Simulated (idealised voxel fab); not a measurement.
This section sets out a process module, namely voxel capacitor over wiring.
The figure presents cross-section cut, which has a width of 295 nm and is divided into square cells with an edge length of 5 nm.
A cross-section is a grid of square cells, given in bands from the top down. A band is one or more rows of cells. Look at the band entry: it leads with the top's height and the bottom's height in nm. Then it lists the materials left to right, with a width in nm for each. The word "everywhere" on a single material says that material fills the band edge to edge. The word "air" is empty space. Zero point of the height axis is 0; under it, received wafer = one material. Lowest band: continues down indefinitely, "0 nm and below". Width: "30->40" (first number = top row, second number = bottom row, same change from row to row of cells). Key: "same as before" - step with no changed cell in the cross-section. Voids not open to the top, 8 cells minimum: see "Enclosed internal cavities". Written width x height at distance; distance is from the left edge; nm. That trailing text on a step's line, after the settings, is the simulator's own remark on the step. On any step carrying a mask, the "overlay nm" setting, if present on the step's line, tells how far right of its planned place the mask lay; negative values point to the left.

# List of planned process steps
1) RECEIVE, material Si
2) CONFORMAL_DEP, material SiO2, thk nm 10
3) CONFORMAL_DEP, material SiCN, thk nm 5
4) DIRECTIONAL_DEP, material SiO2, thk nm 25
5) MASKED_ETCH, tone open, mask id METAL_1, width nm 20, pitch nm 85, etch materials SiO2, depth nm 25, overlay nm 0
6) MASKED_ETCH, tone open, mask id METAL_1, width nm 20, pitch nm 85, etch materials SiCN, depth nm 5, overlay nm 0
7) CONFORMAL_DEP, material TiN, thk nm 5
8) FILL_DEP, material W, thk nm 5
9) CMP, height nm 40
10) CONFORMAL_DEP, material SiCN, thk nm 5
11) DIRECTIONAL_DEP, material lowk, thk nm 10
12) DIRECTIONAL_DEP, material aC, thk nm 10
13) PATTERN, tone open, mask id PLUG_1, material resist, width nm 15, thk nm 30, overlay nm 0
14) DIRECTIONAL_ETCH, etch materials aC, depth nm 10
15) STRIP, etch materials resist
16) DIRECTIONAL_ETCH, etch materials lowk, depth nm 10
17) DIRECTIONAL_ETCH, etch materials SiCN, depth nm 5
18) STRIP, etch materials aC
19) EPI, material Ru, thk nm 10
20) EPI, material Ru, thk nm 5
21) DIRECTIONAL_DEP, material TiN, thk nm 10
22) DIRECTIONAL_DEP, material HfO2, thk nm 5
23) DIRECTIONAL_DEP, material TiN, thk nm 5
24) MASKED_ETCH, tone cover, mask id UPPER_PLATE, width nm 70, etch materials TiN, depth nm 5, overlay nm 0
25) MASKED_ETCH, tone cover, mask id UPPER_PLATE, width nm 70, etch materials HfO2, depth nm 5, overlay nm 0
26) MASKED_ETCH, tone cover, mask id LOWER_PLATE, width nm 80, etch materials TiN, depth nm 10, overlay nm 0
27) FILL_DEP, material SiO2, thk nm 15
28) CMP, height nm 85
29) PATTERN, tone open, mask id PLUG_2, material resist, width nm 15, thk nm 20, overlay nm 0
30) DIRECTIONAL_ETCH, etch materials SiO2, depth nm 10
31) STRIP, etch materials resist
32) CONFORMAL_DEP, material TiN, thk nm 5
33) FILL_DEP, material Ru, thk nm 5
34) CMP, height nm 85
35) CONFORMAL_DEP, material SiCN, thk nm 5

# First wafer out of two, processed as planned

# as received, after step 1
	0 nm and below: Si everywhere
	Enclosed internal cavities: none

# So this is the wafer cross-section right after step 2
	10 nm to 0 nm: SiO2 everywhere
	below 0: unchanged

# So this is the wafer cross-section right after step 3
	15 nm to 10 nm: SiCN everywhere
	below 10: unchanged

# So this is the wafer cross-section right after step 4
	40 nm to 15 nm: SiO2 everywhere
	below 15: unchanged

# So this is the wafer cross-section right after step 5
	40 nm to 15 nm: 95 SiO2  20 air  65 SiO2  20 air  95 SiO2
	below 15: unchanged

# So this is the wafer cross-section right after step 6
	40 nm to 15 nm: 95 SiO2  20 air  65 SiO2  20 air  95 SiO2
	15 nm to 10 nm: 95 SiCN  20 air  65 SiCN  20 air  95 SiCN
	below 10: unchanged

# So this is the wafer cross-section right after step 7
	45 nm to 40 nm: 100 TiN  10 air  75 TiN  10 air  100 TiN
	40 nm to 15 nm: 95 SiO2  5 TiN  10 air  5 TiN  65 SiO2  5 TiN  10 air  5 TiN  95 SiO2
	15 nm to 10 nm: 95 SiCN  20 TiN  65 SiCN  20 TiN  95 SiCN
	below 10: unchanged

# So this is the wafer cross-section right after step 8
	50 nm to 45 nm: W everywhere
	45 nm to 40 nm: 100 TiN  10 W  75 TiN  10 W  100 TiN
	40 nm to 15 nm: 95 SiO2  5 TiN  10 W  5 TiN  65 SiO2  5 TiN  10 W  5 TiN  95 SiO2
	below 15: unchanged

# So this is the wafer cross-section right after step 9
	40 nm to 15 nm: 95 SiO2  5 TiN  10 W  5 TiN  65 SiO2  5 TiN  10 W  5 TiN  95 SiO2
	below 15: unchanged

# So this is the wafer cross-section right after step 10
	45 nm to 40 nm: SiCN everywhere
	below 40: unchanged

# So this is the wafer cross-section right after step 11
	55 nm to 45 nm: lowk everywhere
	below 45: unchanged

# So this is the wafer cross-section right after step 12
	65 nm to 55 nm: aC everywhere
	below 55: unchanged

# So this is the wafer cross-section right after step 13
	95 nm to 65 nm: 100 resist  15 air  180 resist
	below 65: unchanged

# So this is the wafer cross-section right after step 14
	85 nm to 65 nm: 100 resist  15 air  180 resist
	65 nm to 55 nm: 100 aC  15 air  180 aC
	below 55: unchanged

# So this is the wafer cross-section right after step 15
	65 nm to 55 nm: 100 aC  15 air  180 aC
	below 55: unchanged

# So this is the wafer cross-section right after step 16
	65 nm to 55 nm: 100 aC  15 air  180 aC
	55 nm to 45 nm: 100 lowk  15 air  180 lowk
	below 45: unchanged

# So this is the wafer cross-section right after step 17
	65 nm to 55 nm: 100 aC  15 air  180 aC
	55 nm to 45 nm: 100 lowk  15 air  180 lowk
	45 nm to 40 nm: 100 SiCN  15 air  180 SiCN
	below 40: unchanged

# So this is the wafer cross-section right after step 18
	55 nm to 45 nm: 100 lowk  15 air  180 lowk
	below 45: unchanged

# So this is the wafer cross-section right after step 19
	55 nm to 50 nm: 100 lowk  15 air  180 lowk
	50 nm to 45 nm: 100 lowk  15 Ru  180 lowk
	45 nm to 40 nm: 100 SiCN  15 Ru  180 SiCN
	below 40: unchanged

# So this is the wafer cross-section right after step 20
	55 nm to 45 nm: 100 lowk  15 Ru  180 lowk
	below 45: unchanged

# So this is the wafer cross-section right after step 21
	65 nm to 55 nm: TiN everywhere
	below 55: unchanged

# So this is the wafer cross-section right after step 22
	70 nm to 65 nm: HfO2 everywhere
	below 65: unchanged

# So this is the wafer cross-section right after step 23
	75 nm to 70 nm: TiN everywhere
	below 70: unchanged

# So this is the wafer cross-section right after step 24
	75 nm to 70 nm: 100 air  70 TiN  125 air
	below 70: unchanged

# So this is the wafer cross-section right after step 25
	75 nm to 70 nm: 100 air  70 TiN  125 air
	70 nm to 65 nm: 100 air  70 HfO2  125 air
	below 65: unchanged

# So this is the wafer cross-section right after step 26
	75 nm to 70 nm: 100 air  70 TiN  125 air
	70 nm to 65 nm: 100 air  70 HfO2  125 air
	65 nm to 55 nm: 95 air  80 TiN  120 air
	below 55: unchanged

# So this is the wafer cross-section right after step 27
	90 nm to 75 nm: SiO2 everywhere
	75 nm to 70 nm: 100 SiO2  70 TiN  125 SiO2
	70 nm to 65 nm: 100 SiO2  70 HfO2  125 SiO2
	65 nm to 55 nm: 95 SiO2  80 TiN  120 SiO2
	below 55: unchanged

# So this is the wafer cross-section right after step 28
	85 nm to 75 nm: SiO2 everywhere
	below 75: unchanged

# So this is the wafer cross-section right after step 29
	105 nm to 85 nm: 110 resist  15 air  170 resist
	below 85: unchanged

# So this is the wafer cross-section right after step 30
	105 nm to 85 nm: 110 resist  15 air  170 resist
	85 nm to 75 nm: 110 SiO2  15 air  170 SiO2
	below 75: unchanged

# So this is the wafer cross-section right after step 31
	85 nm to 75 nm: 110 SiO2  15 air  170 SiO2
	below 75: unchanged

# So this is the wafer cross-section right after step 32
	90 nm to 85 nm: 115 TiN  5 air  175 TiN
	85 nm to 80 nm: 110 SiO2  5 TiN  5 air  5 TiN  170 SiO2
	80 nm to 70 nm: 110->100 SiO2  15->70 TiN  170->125 SiO2
	below 70: unchanged

# So this is the wafer cross-section right after step 33
	95 nm to 90 nm: Ru everywhere
	90 nm to 85 nm: 115 TiN  5 Ru  175 TiN
	85 nm to 80 nm: 110 SiO2  5 TiN  5 Ru  5 TiN  170 SiO2
	below 80: unchanged

# So this is the wafer cross-section right after step 34
	85 nm to 80 nm: 110 SiO2  5 TiN  5 Ru  5 TiN  170 SiO2
	below 80: unchanged

# So this is the wafer cross-section right after step 35
	90 nm to 85 nm: SiCN everywhere
	below 85: unchanged

# The remaining wafer, second of the two, started like the first and was run to the same plan, except that one mistake was made along the way; the two coincide through step 4, inclusive

# X-section, second wafer, when step 5 was due to finish
	40 nm to 15 nm: 100 SiO2  20 air  65 SiO2  20 air  90 SiO2
	below 15: unchanged

# X-section, second wafer, when step 6 was due to finish
	40 nm to 15 nm: 100 SiO2  20 air  65 SiO2  20 air  90 SiO2
	15 nm to 10 nm: 100 SiCN  15 air  70 SiCN  15 air  95 SiCN
	below 10: unchanged

# X-section, second wafer, when step 7 was due to finish
	45 nm to 40 nm: 105 TiN  10 air  75 TiN  10 air  95 TiN
	40 nm to 20 nm: 100 SiO2  5 TiN  10 air  5 TiN  65 SiO2  5 TiN  10 air  5 TiN  90 SiO2
	20 nm to 15 nm: 100 SiO2  5 TiN  5 air  10 TiN  65 SiO2  5 TiN  5 air  10 TiN  90 SiO2
	15 nm to 10 nm: 100 SiCN  15 TiN  70 SiCN  15 TiN  95 SiCN
	below 10: unchanged

# X-section, second wafer, when step 8 was due to finish
	50 nm to 45 nm: W everywhere
	45 nm to 40 nm: 105 TiN  10 W  75 TiN  10 W  95 TiN
	40 nm to 20 nm: 100 SiO2  5 TiN  10 W  5 TiN  65 SiO2  5 TiN  10 W  5 TiN  90 SiO2
	20 nm to 15 nm: 100 SiO2  5 TiN  5 W  10 TiN  65 SiO2  5 TiN  5 W  10 TiN  90 SiO2
	below 15: unchanged

# X-section, second wafer, when step 9 was due to finish
	40 nm to 20 nm: 100 SiO2  5 TiN  10 W  5 TiN  65 SiO2  5 TiN  10 W  5 TiN  90 SiO2
	below 20: unchanged

# X-section, second wafer, when step 10 was due to finish
	45 nm to 40 nm: SiCN everywhere
	below 40: unchanged

# X-section, second wafer, when step 11 was due to finish
	55 nm to 45 nm: lowk everywhere
	below 45: unchanged

# X-section, second wafer, when step 12 was due to finish
	65 nm to 55 nm: aC everywhere
	below 55: unchanged

# X-section, second wafer, when step 13 was due to finish
	95 nm to 65 nm: 100 resist  15 air  180 resist
	below 65: unchanged

# X-section, second wafer, when step 14 was due to finish
	85 nm to 65 nm: 100 resist  15 air  180 resist
	65 nm to 55 nm: 100 aC  15 air  180 aC
	below 55: unchanged

# X-section, second wafer, when step 15 was due to finish
	65 nm to 55 nm: 100 aC  15 air  180 aC
	below 55: unchanged

# X-section, second wafer, when step 16 was due to finish
	65 nm to 55 nm: 100 aC  15 air  180 aC
	55 nm to 45 nm: 100 lowk  15 air  180 lowk
	below 45: unchanged

# X-section, second wafer, when step 17 was due to finish
	65 nm to 55 nm: 100 aC  15 air  180 aC
	55 nm to 45 nm: 100 lowk  15 air  180 lowk
	45 nm to 40 nm: 100 SiCN  15 air  180 SiCN
	below 40: unchanged

# X-section, second wafer, when step 18 was due to finish
	55 nm to 45 nm: 100 lowk  15 air  180 lowk
	below 45: unchanged

# X-section, second wafer, when step 19 was due to finish
	55 nm to 50 nm: 100 lowk  15 air  180 lowk
	50 nm to 45 nm: 100 lowk  15 Ru  180 lowk
	45 nm to 40 nm: 100 SiCN  15 Ru  180 SiCN
	below 40: unchanged

# X-section, second wafer, when step 20 was due to finish
	55 nm to 45 nm: 100 lowk  15 Ru  180 lowk
	below 45: unchanged

# X-section, second wafer, when step 21 was due to finish
	65 nm to 55 nm: TiN everywhere
	below 55: unchanged

# X-section, second wafer, when step 22 was due to finish
	70 nm to 65 nm: HfO2 everywhere
	below 65: unchanged

# X-section, second wafer, when step 23 was due to finish
	75 nm to 70 nm: TiN everywhere
	below 70: unchanged

# X-section, second wafer, when step 24 was due to finish
	75 nm to 70 nm: 100 air  70 TiN  125 air
	below 70: unchanged

# X-section, second wafer, when step 25 was due to finish
	75 nm to 70 nm: 100 air  70 TiN  125 air
	70 nm to 65 nm: 100 air  70 HfO2  125 air
	below 65: unchanged

# X-section, second wafer, when step 26 was due to finish
	75 nm to 70 nm: 100 air  70 TiN  125 air
	70 nm to 65 nm: 100 air  70 HfO2  125 air
	65 nm to 55 nm: 95 air  80 TiN  120 air
	below 55: unchanged

# X-section, second wafer, when step 27 was due to finish
	90 nm to 75 nm: SiO2 everywhere
	75 nm to 70 nm: 100 SiO2  70 TiN  125 SiO2
	70 nm to 65 nm: 100 SiO2  70 HfO2  125 SiO2
	65 nm to 55 nm: 95 SiO2  80 TiN  120 SiO2
	below 55: unchanged

# X-section, second wafer, when step 28 was due to finish
	85 nm to 75 nm: SiO2 everywhere
	below 75: unchanged

# X-section, second wafer, when step 29 was due to finish
	105 nm to 85 nm: 110 resist  15 air  170 resist
	below 85: unchanged

# X-section, second wafer, when step 30 was due to finish
	105 nm to 85 nm: 110 resist  15 air  170 resist
	85 nm to 75 nm: 110 SiO2  15 air  170 SiO2
	below 75: unchanged

# X-section, second wafer, when step 31 was due to finish
	85 nm to 75 nm: 110 SiO2  15 air  170 SiO2
	below 75: unchanged

# X-section, second wafer, when step 32 was due to finish
	90 nm to 85 nm: 115 TiN  5 air  175 TiN
	85 nm to 80 nm: 110 SiO2  5 TiN  5 air  5 TiN  170 SiO2
	80 nm to 70 nm: 110->100 SiO2  15->70 TiN  170->125 SiO2
	below 70: unchanged

# X-section, second wafer, when step 33 was due to finish
	95 nm to 90 nm: Ru everywhere
	90 nm to 85 nm: 115 TiN  5 Ru  175 TiN
	85 nm to 80 nm: 110 SiO2  5 TiN  5 Ru  5 TiN  170 SiO2
	below 80: unchanged

# X-section, second wafer, when step 34 was due to finish
	85 nm to 80 nm: 110 SiO2  5 TiN  5 Ru  5 TiN  170 SiO2
	below 80: unchanged

# X-section, second wafer, when step 35 was due to finish
	90 nm to 85 nm: SiCN everywhere
	below 85: unchanged
Short version of what went wrong: heads up, step 5 didn't go per plan, it actually ran as MASKED_ETCH, tone open, mask id METAL_1, width nm 20, pitch nm 85, etch materials SiO2, depth nm 25, overlay nm 5
The closing comparison, in cells, has the second wafer with more or fewer of some materials than the first: 2 more of SiCN, 2 fewer of W
